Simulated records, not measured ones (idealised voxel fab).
Presented below is a process module, voxel transistor to metal.
Each square cell in cross-section cut measures 5 nm, and the section as a whole is 215 nm wide.
In this document a cross-section is written as a grid of square cells. It is given as a series of bands, listed from the top down, and a band is one or more rows of cells.
It is stipulated that each band's entry specify, in nanometres, the height of the top of the band and then that of its bottom, followed by the materials of the band in left-to-right sequence, each together with its width in nanometres. A single material marked by the word "throughout" is understood to fill the band from edge to edge; the word "blank" is understood to denote empty space.
Heights are expressed relative to 0, this being the level below which the as-received wafer comprises one material exclusively. The lowest band is unbounded in the downward direction and is denoted as in "0 -> down".
Note: "30..40" means the width goes from the first number (top row of the band) to the second number (bottom row) in equal steps per row of cells.
Basically "nothing was modified" means that step didn't change any cell in the cross-section.
In "Entrapped voids" the enclosed voids are listed, meaning empty spaces of 8 cells or larger without any opening to the top. The form is width x height at distance, distance from the left edge, units nm.
after a step's settings: what the simulator itself notes on the step
overlay nm: where the mask lay relative to plan, measured to the right, on steps with a mask; negatives go left.

SO HERE'S THE LINEUP OF PROCESS STEPS WE PLANNED
1) RECEIVE | material Si
2) OXIDIZE | depth nm 5
3) CONFORMAL_DEP | material SiN | thk nm 15
4) MASKED_ETCH | tone cover | mask id ACTIVE | width nm 135 | etch materials SiN | depth nm 15 | overlay nm 0
5) MASKED_ETCH | tone cover | mask id ACTIVE | width nm 135 | etch materials SiO2 | depth nm 5 | overlay nm 0
6) MASKED_ETCH | tone cover | mask id ACTIVE | width nm 135 | etch materials Si | depth nm 35 | overlay nm 0
7) OXIDIZE | depth nm 5
8) FILL_DEP | material SiO2 | thk nm 5
9) CMP | height nm 15
10) SELECTIVE_ETCH | etch materials SiO2 | depth nm 10
11) STRIP | etch materials SiN
12) SELECTIVE_ETCH | etch materials SiO2 | depth nm 5
13) OXIDIZE | depth nm 5
14) DIRECTIONAL_DEP | material polySi | thk nm 25
15) DIRECTIONAL_DEP | material SiCN | thk nm 10
16) PATTERN | tone cover | mask id GATE | material resist | width nm 35 | thk nm 15 | overlay nm 0
17) DIRECTIONAL_ETCH | etch materials SiCN | depth nm 20
18) DIRECTIONAL_ETCH | etch materials polySi | depth nm 35
19) STRIP | etch materials resist
20) CONFORMAL_DEP | material SiO2 | thk nm 5
21) DIRECTIONAL_ETCH | etch materials SiO2 | depth nm 5
22) CONFORMAL_DEP | material SiN | thk nm 5
23) DIRECTIONAL_ETCH | etch materials SiN | depth nm 5
24) DIRECTIONAL_ETCH | etch materials SiO2 | depth nm 5
25) DIRECTIONAL_ETCH | etch materials Si | depth nm 5
26) EPI | material pSi | thk nm 5
27) FILL_DEP | material SiO2 | thk nm 10
28) CMP | height nm 20
29) STRIP | etch materials polySi
30) SELECTIVE_ETCH | etch materials SiO2 | depth nm 5
31) CONFORMAL_DEP | material HfO2 | thk nm 5
32) CONFORMAL_DEP | material TiN | thk nm 5
33) FILL_DEP | material W | thk nm 5
34) CMP | height nm 15
35) DIRECTIONAL_DEP | material SiO2 | thk nm 15
36) MASKED_ETCH | tone open | mask id CONTACT | width nm 20 | pitch nm 95 | etch materials SiO2 | depth nm 40 | overlay nm 0
37) CONFORMAL_DEP | material TiN | thk nm 5
38) FILL_DEP | material Ru | thk nm 10
39) CMP | height nm 30
40) DIRECTIONAL_DEP | material TiN | thk nm 5
41) DIRECTIONAL_DEP | material W | thk nm 20
42) PATTERN | tone cover | mask id METAL_1 | material resist | width nm 20 | pitch nm 95 | thk nm 15 | overlay nm 0
43) DIRECTIONAL_ETCH | etch materials W | depth nm 20
44) DIRECTIONAL_ETCH | etch materials TiN | depth nm 5
45) STRIP | etch materials resist
46) CONFORMAL_DEP | material SiCN | thk nm 5
47) FILL_DEP | material lowk | thk nm 5
48) CMP | height nm 55
49) CONFORMAL_DEP | material SiCN | thk nm 5
50) DIRECTIONAL_DEP | material lowk | thk nm 25
51) PATTERN | tone open | mask id METAL_2_HOLES | material resist | width nm 15 | pitch nm 95 | thk nm 20 | overlay nm 0
52) DIRECTIONAL_ETCH | etch materials lowk | depth nm 25
53) STRIP | etch materials resist
54) DIRECTIONAL_DEP | material aC | thk nm 10
55) PATTERN | tone open | mask id METAL_2 | material resist | width nm 20 | pitch nm 95 | thk nm 25 | overlay nm 0
56) DIRECTIONAL_ETCH | etch materials aC | depth nm 10
57) STRIP | etch materials resist
58) DIRECTIONAL_ETCH | etch materials lowk | depth nm 15
59) DIRECTIONAL_ETCH | etch materials SiCN | depth nm 5
60) STRIP | etch materials aC
61) CONFORMAL_DEP | material TiN | thk nm 5
62) FILL_DEP | material Ru | thk nm 5
63) CMP | height nm 85
64) CONFORMAL_DEP | material SiCN | thk nm 5

INCOMING WAFER IN CROSS-SECTION (STATE: AFTER STEP 1)
- 0 -> down  Si throughout
- Entrapped voids: none

CROSS-SECTIONAL IMAGE OF THE FIRST OF TWO WAFERS AT THE END OF THE MODULE, THE RUN HAVING PROCEEDED AS PLANNED
- 90 -> 85  SiCN throughout
- 85 -> 75  50 lowk, then 5 TiN, then 10 Ru, then 5 TiN, then 75 lowk, then 5 TiN, then 10 Ru, then 5 TiN, then 50 lowk
- 75 -> 70  50 lowk, then 5 TiN, then 5 Ru, then 10 TiN, then 75 lowk, then 5 TiN, then 5 Ru, then 10 TiN, then 50 lowk
- 70 -> 60  50 lowk, then 5 TiN, then 5 Ru, then 5 TiN, then 80 lowk, then 5 TiN, then 5 Ru, then 5 TiN, then 55 lowk
- 60 -> 55  50 SiCN, then 15 TiN, then 80 SiCN, then 15 TiN, then 55 SiCN
- 55 -> 35  45 lowk, then 5 SiCN, then 20 W, then 5 SiCN, then 65 lowk, then 5 SiCN, then 20 W, then 5 SiCN, then 45 lowk
- 35 -> 30  50 SiCN, then 20 TiN, then 75 SiCN, then 20 TiN, then 50 SiCN
- 30 -> 15  50 SiO2, then 5 TiN, then 10 Ru, then 5 TiN, then 75 SiO2, then 5 TiN, then 10 Ru, then 5 TiN, then 50 SiO2
- 15 -> 0  50 SiO2, then 5 TiN, then 10 Ru, then 5 TiN, then 10 SiO2, then 5 SiN, then 5 HfO2, then 5 TiN, then 25 W, then 5 TiN, then 5 HfO2, then 5 SiN, then 10 SiO2, then 5 TiN, then 10 Ru, then 5 TiN, then 50 SiO2
- 0 -> -5  40 SiO2, then 5 SiN, then 5 SiO2, then 5 TiN, then 10 Ru, then 5 TiN, then 10 SiO2, then 5 SiN, then 5 HfO2, then 35 TiN, then 5 HfO2, then 5 SiN, then 10 SiO2, then 5 TiN, then 10 Ru, then 5 TiN, then 5 SiO2, then 5 SiN, then 40 SiO2
- -5 -> -10  50 SiO2, then 20 TiN, then 5 SiO2, then 5 pSi, then 5 SiO2, then 45 HfO2, then 5 SiO2, then 5 pSi, then 5 SiO2, then 20 TiN, then 50 SiO2
- -10 -> -15  45 SiO2, then 35 pSi, then 55 Si, then 35 pSi, then 45 SiO2
- -15 -> -45  45 SiO2, then 125 Si, then 45 SiO2
- -45 -> down  Si throughout
- Entrapped voids: none

SECOND OF TWO WAFERS, MODULE COMPLETE, SECTIONED: IT SHARES THE FIRST WAFER'S START AND PLAN BUT WAS RUN WITH ONE MISTAKE
- 90 -> 85  SiCN throughout
- 85 -> 75  50 lowk, then 5 TiN, then 10 Ru, then 5 TiN, then 75 lowk, then 5 TiN, then 10 Ru, then 5 TiN, then 50 lowk
- 75 -> 70  50 lowk, then 5 TiN, then 5 Ru, then 10 TiN, then 75 lowk, then 5 TiN, then 5 Ru, then 10 TiN, then 50 lowk
- 70 -> 60  50 lowk, then 5 TiN, then 5 Ru, then 5 TiN, then 80 lowk, then 5 TiN, then 5 Ru, then 5 TiN, then 55 lowk
- 60 -> 55  50 SiCN, then 15 TiN, then 80 SiCN, then 15 TiN, then 55 SiCN
- 55 -> 35  45 lowk, then 5 SiCN, then 20 W, then 5 SiCN, then 65 lowk, then 5 SiCN, then 20 W, then 5 SiCN, then 45 lowk
- 35 -> 30  50 SiCN, then 20 TiN, then 75 SiCN, then 20 TiN, then 50 SiCN
- 30 -> 15  40 SiO2, then 5 TiN, then 10 Ru, then 5 TiN, then 75 SiO2, then 5 TiN, then 10 Ru, then 5 TiN, then 60 SiO2
- 15 -> 5  40 SiO2, then 5 TiN, then 10 Ru, then 5 TiN, then 20 SiO2, then 5 SiN, then 5 HfO2, then 5 TiN, then 25 W, then 5 TiN, then 5 HfO2, then 5 SiN, then 5 TiN, then 10 Ru, then 5 TiN, then 60 SiO2
- 5 -> 0  40 SiO2, then 10 TiN, then 5 Ru, then 5 TiN, then 20 SiO2, then 5 SiN, then 5 HfO2, then 5 TiN, then 25 W, then 5 TiN, then 5 HfO2, then 5 SiN, then 5 TiN, then 10 Ru, then 5 TiN, then 60 SiO2
- 0 -> -5  40 SiO2, then 5 SiN, then 5 TiN, then 5 Ru, then 5 TiN, then 20 SiO2, then 5 SiN, then 5 HfO2, then 35 TiN, then 5 HfO2, then 5 SiN, then 10 TiN, then 5 Ru, then 5 TiN, then 15 SiO2, then 5 SiN, then 40 SiO2
- -5 -> -10  45 SiO2, then 15 TiN, then 15 SiO2, then 5 pSi, then 5 SiO2, then 45 HfO2, then 5 SiO2, then 5 pSi, then 15 TiN, then 60 SiO2
- -10 -> -15  45 SiO2, then 35 pSi, then 55 Si, then 35 pSi, then 45 SiO2
- -15 -> -45  45 SiO2, then 125 Si, then 45 SiO2
- -45 -> down  Si throughout
- Entrapped voids: none
What broke from the plan during processing? not per plan at step 36, really ran MASKED_ETCH | tone open | mask id CONTACT | width nm 20 | pitch nm 95 | etch materials SiO2 | depth nm 40 | overlay nm -10
End check, counted in cells, second wafer has more or fewer of these materials than the first: -3 Ru, +3 SiO2
